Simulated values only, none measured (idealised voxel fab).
The name of this process module is voxel spacer lines.
We display cut, a cross-section 300 nm in width whose square cells are each 5 nm.
In what follows, cross-sections appear as grids of square cells, described through bands that run from the top down, where every band is one or more rows of cells. Each band's line starts with the height of the band's top and of its bottom, in nm. Then come its materials from left to right, each with its width in nm. One material with "edge to edge" fills the band from edge to edge. "blank" is empty space. Height is counted from the level 0, under which the received wafer is composed throughout of one material. The lowest of the bands is not closed at the bottom but continues downward, in the notation "z 0 and below". Graded width ("30 to 40"): value in top row of band = first number; value in bottom row = second number; row-to-row change constant. "nothing altered" means the step left every cell of the cross-section as it was. You'll see "Unvented internal voids" listing empty spaces that have no way open to the top, as long as they're 8 cells or more; the notation is width x height at distance, where the distance is from the left edge, and all of it is in nm. On each step's line, the part that comes after the settings is the simulator's own comment on the step. For masked steps, "overlay nm" on the step line gives how far right of plan the mask actually lay; a minus sign means it lay to the left.

Listed below are the process steps as planned
1. RECEIVE,material Si
2. CONFORMAL_DEP,material Al2O3,thk nm 10
3. DIRECTIONAL_DEP,material TiN,thk nm 15
4. DIRECTIONAL_DEP,material aC,thk nm 30
5. PATTERN,tone cover,mask id MANDREL,material resist,width nm 20,pitch nm 60,thk nm 35,overlay nm 0
6. DIRECTIONAL_ETCH,etch materials aC,depth nm 30
7. STRIP,etch materials resist
8. CONFORMAL_DEP,material SiO2,thk nm 10
9. DIRECTIONAL_ETCH,etch materials SiO2,depth nm 10
10. STRIP,etch materials aC
11. DIRECTIONAL_ETCH,etch materials TiN,depth nm 15
12. STRIP,etch materials SiO2

Delivered wafer in cross-section: state after step 1
	z 0 and below = Si edge to edge
	Unvented internal voids: none

Figure: cross-sectional view of the wafer upon completion of the module, processed from the initial state and according to the plan depicted above, with one error introduced during execution
	z 40 to 10 = aC edge to edge
	z 10 to 0 = Al2O3 edge to edge
	z 0 and below = Si edge to edge
	Unvented internal voids: none
Finding, execution versus plan: mixed up steps 3 and 4 - ran each in the other's place
